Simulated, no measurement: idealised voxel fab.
Process module, titled voxel self aligned contacts
Each square cell in cross-section cut measures 5 nm, and the section as a whole is 180 nm wide.
This document writes a cross-section as a grid whose cells are square, and gives it as bands, listed from the top down; one or more rows of cells form a band. Top, bottom (nm), then materials left to right with widths (nm); lone material tagged "edge to edge" fills the whole band edge to edge; "empty" = empty space. Heights are reckoned from 0. Under this level, the received wafer is all of one material. The bottommost band is open-ended downward, for example "from 0 down". The expression "30 to 40" gives the width at the extremes of the band, the first number at its top row of cells and the second at its bottom row, with the width changing by equal amounts from each row to the next in between. Any step labelled "nothing altered" changed none of the cells in the cross-section. "Closed internal cavities": empty spaces of 8 cells or more with no open way to the top, each given as width x height at distance, distance from the left edge, all in nm. Text after the settings on a step's line: the simulator's own remark on that step. Each step line may optionally specify "overlay nm", which for a step with a mask gives the rightward distance between the mask's planned place and where it lay, a negative value indicating the leftward direction.
Steps planned for the process:
| 1 | RECEIVE with material Si |
| 2 | CONFORMAL_DEP with material SiO2, thk nm 5 |
| 3 | DIRECTIONAL_DEP with material polySi, thk nm 20 |
| 4 | DIRECTIONAL_DEP with material SiN, thk nm 20 |
| 5 | MASKED_ETCH with tone cover, mask id GATE, width nm 30, pitch nm 75, etch materials SiN, depth nm 20, overlay nm 0 |
| 6 | MASKED_ETCH with tone cover, mask id GATE, width nm 30, pitch nm 75, etch materials polySi, depth nm 20, overlay nm 0 |
| 7 | CONFORMAL_DEP with material SiN, thk nm 10 |
| 8 | DIRECTIONAL_ETCH with etch materials SiN, depth nm 10 |
| 9 | FILL_DEP with material SiO2, thk nm 10 |
| 10 | CMP with height nm 50 |
| 11 | PATTERN with tone open, mask id CONTACT, material resist, width nm 55, thk nm 20, overlay nm 0 |
| 12 | DIRECTIONAL_ETCH with etch materials SiO2, depth nm 50 |
| 13 | STRIP with etch materials resist |
| 14 | CONFORMAL_DEP with material TiN, thk nm 5 |
| 15 | FILL_DEP with material Ru, thk nm 5 |
| 16 | CMP with height nm 50 |
| 17 | CONFORMAL_DEP with material SiCN, thk nm 5 |
Delivered wafer in cross-section: state after step 1:
	from 0 down | Si edge to edge
	Closed internal cavities: none
The cross-section shown corresponds to the wafer at the conclusion of the module. The initial structure and the process plan are those presented above; however, one mistake occurred in executing the plan:
	from 55 to 50 | SiCN edge to edge
	from 50 to 45 | 60 nm SiO2  10 nm TiN  15 nm Ru  30 nm TiN  65 nm SiO2
	from 45 to 30 | 15 nm SiO2  50 nm SiN  5 nm TiN  15 nm Ru  5 nm TiN  50 nm SiN  40 nm SiO2
	from 30 to 25 | 15 nm SiO2  50 nm SiN  15 nm TiN  5 nm Ru  5 nm TiN  50 nm SiN  40 nm SiO2
	from 25 to 5 | 15 nm SiO2  10 nm SiN  40 nm polySi  10 nm SiN  5 nm TiN  5 nm Ru  5 nm TiN  10 nm SiN  40 nm polySi  10 nm SiN  30 nm SiO2
	from 5 to 0 | 75 nm SiO2  15 nm TiN  90 nm SiO2
	from 0 down | Si edge to edge
	Closed internal cavities: none
Where did the run depart from the plan? step 5 off recipe, ran as MASKED_ETCH with tone cover, mask id GATE, width nm 30, pitch nm 75, etch materials SiN, depth nm 20, overlay nm -10
